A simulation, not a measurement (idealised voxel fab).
Process module in this document: voxel fin reveal
Cross-sectional view cut (width: 250 nm; square cell size: 5 nm).
In this document a cross-section is written as a grid of square cells. It is given as a series of bands, listed from the top down, and a band is one or more rows of cells.
Heads up on the band format: heights come first, top then bottom, in nm. After that it's the materials left to right, each with its width in nm. A single material flagged "full width" fills the whole band edge to edge, and "blank" means there's empty space there.
Beneath 0, the wafer as received is one material, and that level is where height counting begins. The lowest band goes on downward without a bottom; it is written like "0 nm and below".
The expression "30 to 40" gives the width at the extremes of the band, the first number at its top row of cells and the second at its bottom row, with the width changing by equal amounts from each row to the next in between.
When a step is marked "no alterations made", none of the cells in the cross-section changed during that step.
So "Completely enclosed voids" is basically the list of trapped voids: any empty space of 8 cells or more that can't reach the top through an opening. They're written width x height at distance, the distance being from the left edge, and it's all nm.
If you see something after the settings on a step's line, that's the simulator's own remark about that step.
overlay nm: how far to the right of its planned place the mask lay on this masked step (negative: to the left).
[Below is the list of planned process steps]
1. RECEIVE | material Si
2. CONFORMAL_DEP | material SiN | thk nm 10
3. DIRECTIONAL_DEP | material aC | thk nm 15
4. PATTERN | tone cover | mask id FINS | material resist | width nm 15 | pitch nm 40 | thk nm 35 | overlay nm 0
5. DIRECTIONAL_ETCH | etch materials aC | depth nm 15
6. STRIP | etch materials resist
7. DIRECTIONAL_ETCH | etch materials SiN | depth nm 10
8. DIRECTIONAL_ETCH | etch materials Si | depth nm 30
9. STRIP | etch materials aC
10. OXIDIZE | depth nm 5
11. FILL_DEP | material SiO2 | thk nm 5
12. CMP | height nm 10
13. SELECTIVE_ETCH | etch materials SiO2 | depth nm 30
14. STRIP | etch materials SiN
15. CONFORMAL_DEP | material SiO2 | thk nm 5
Variable across wafers: step 4 width nm (plan value is that of the first wafer; starting state common to all).
[Here's the first of the wafers in cross-section, just as we got it, i.e. after step 1]
- 0 nm and below  Si full width
- Completely enclosed voids: none
[First of several wafers: cross-section at the end of the module, after step 15, its last step]
- 5 nm to 0 nm  blank 75 nm / SiO2 15 nm / blank 25 nm / SiO2 15 nm / blank 25 nm / SiO2 15 nm / blank 80 nm
- 0 nm to -15 nm  blank 75 nm / SiO2 5 nm / Si 5 nm / SiO2 5 nm / blank 25 nm / SiO2 5 nm / Si 5 nm / SiO2 5 nm / blank 25 nm / SiO2 5 nm / Si 5 nm / SiO2 5 nm / blank 80 nm
- -15 nm to -35 nm  SiO2 80 nm / Si 5 nm / SiO2 35 nm / Si 5 nm / SiO2 35 nm / Si 5 nm / SiO2 85 nm
- -35 nm and below  Si full width
- Completely enclosed voids: none
[Here we cross-sectioned the last of the wafers once the module was done]
- 5 nm to 0 nm  blank 70 nm / SiO2 25 nm / blank 15 nm / SiO2 25 nm / blank 15 nm / SiO2 25 nm / blank 75 nm
- 0 nm to -15 nm  blank 70 nm / SiO2 5 nm / Si 15 nm / SiO2 5 nm / blank 15 nm / SiO2 5 nm / Si 15 nm / SiO2 5 nm / blank 15 nm / SiO2 5 nm / Si 15 nm / SiO2 5 nm / blank 75 nm
- -15 nm to -35 nm  SiO2 75 nm / Si 15 nm / SiO2 25 nm / Si 15 nm / SiO2 25 nm / Si 15 nm / SiO2 80 nm
- -35 nm and below  Si full width
- Completely enclosed voids: none
[Below, a row for every wafer. Read it as the end-of-module picture: for each material the wafer shows its cells gained (+) or lost (-) since it was received, and then its closed voids]
width nm 15 | -329 Si | +215 SiO2 | Completely enclosed voids: none
width nm 20 | -308 Si | +206 SiO2 | Completely enclosed voids: none
width nm 25 | -287 Si | +197 SiO2 | Completely enclosed voids: none
